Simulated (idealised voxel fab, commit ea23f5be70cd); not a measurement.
The following process module bears the name voxel self aligned contacts.
FYI the section here is cut, 285 nm wide, cells are 5 nm squares.
Cross-section = grid of square cells, listed top down in bands; band = one or more rows. In this notation a band is specified by the heights of its top and bottom, in that order and in nm, after which its materials appear from left to right, each paired with its width in nm. The word "edge to edge" attached to a single material means that material fills the band from edge to edge; the word "blank" stands for empty space. Heights are reckoned from 0. Under this level, the received wafer is all of one material. The bottommost band is open-ended downward, for example "0 down". The expression "30->40" gives the width at the extremes of the band, the first number at its top row of cells and the second at its bottom row, with the width changing by equal amounts from each row to the next in between. "remains unaltered" for a step: no cell of the cross-section changed in that step. "Sealed voids": sealed empty spaces, 8 cells or more, no open way to top, listed width x height at distance, with distance from the left edge and width, height and distance in nm. On each step's line, the part that comes after the settings is the simulator's own comment on the step. "overlay nm" on a masked step: distance the mask lay right of its planned place, negative for left.
Process steps foreseen in the plan:
| 1 | RECEIVE [material Si] |
| 2 | OXIDIZE [depth nm 5] |
| 3 | DIRECTIONAL_DEP [material polySi] [thk nm 30] |
| 4 | DIRECTIONAL_DEP [material SiN] [thk nm 20] |
| 5 | MASKED_ETCH [tone cover] [mask id GATE] [width nm 25] [pitch nm 60] [etch materials SiN] [depth nm 20] [overlay nm 0] |
| 6 | MASKED_ETCH [tone cover] [mask id GATE] [width nm 25] [pitch nm 60] [etch materials polySi] [depth nm 30] [overlay nm 0] |
| 7 | CONFORMAL_DEP [material SiN] [thk nm 5] |
| 8 | DIRECTIONAL_ETCH [etch materials SiN] [depth nm 5] |
| 9 | FILL_DEP [material SiO2] [thk nm 15] |
| 10 | CMP [height nm 60] |
| 11 | DIRECTIONAL_DEP [material aC] [thk nm 10] |
| 12 | PATTERN [tone open] [mask id CONTACT] [material resist] [width nm 45] [thk nm 30] [overlay nm 0] |
| 13 | DIRECTIONAL_ETCH [etch materials aC] [depth nm 10] |
| 14 | STRIP [etch materials resist] |
| 15 | DIRECTIONAL_ETCH [etch materials SiO2] [depth nm 65] |
| 16 | STRIP [etch materials aC] |
| 17 | CONFORMAL_DEP [material TiN] [thk nm 5] |
| 18 | FILL_DEP [material W] [thk nm 10] |
| 19 | CMP [height nm 60] |
| 20 | CONFORMAL_DEP [material SiCN] [thk nm 5] |
Cross-section of the incoming wafer, state after step 1:
  0 down | Si edge to edge
  Sealed voids: none
Module complete - cross-section of the first of two wafers, run according to plan:
  65 to 60 | SiCN edge to edge
  60 to 50 | 120 nm SiO2 | 5->15 nm TiN | 35->15 nm W | 5->15 nm TiN | 120 nm SiO2
  50 to 30 | 95 nm SiO2 | 35 nm SiN | 5 nm TiN | 15 nm W | 5 nm TiN | 35 nm SiN | 95 nm SiO2
  30 to 0 | 95 nm SiO2 | 5 nm SiN | 25 nm polySi | 5 nm SiN | 5 nm TiN | 15 nm W | 5 nm TiN | 5 nm SiN | 25 nm polySi | 5 nm SiN | 95 nm SiO2
  0 to -5 | 130 nm SiO2 | 25 nm TiN | 130 nm SiO2
  -5 down | Si edge to edge
  Sealed voids: none
Module end: cross-section of wafer two of two. Same start and process plan as the first wafer. One mistake during execution:
  65 to 60 | SiCN edge to edge
  60 to 35 | 95 nm SiO2 | 5 nm SiN | 25 nm polySi | 5 nm SiN | 5 nm TiN | 15 nm W | 5 nm TiN | 5 nm SiN | 25 nm polySi | 5 nm SiN | 95 nm SiO2
  35 to 30 | 95 nm SiO2 | 5 nm SiN | 25 nm polySi | 5 nm SiN | 25 nm TiN | 5 nm SiN | 25 nm polySi | 5 nm SiN | 95 nm SiO2
  30 to 0 | polySi edge to edge
  0 to -5 | SiO2 edge to edge
  -5 down | Si edge to edge
  Sealed voids: none
Heads up, the wafer didn't run the way we planned it: the plan had its step 3 run twice
Wrapping up, a cell-based count of both wafers puts the second over or under the first for these materials: 56 fewer of SiN, 243 fewer of SiO2, 18 fewer of TiN, 25 fewer of W, 342 more of polySi
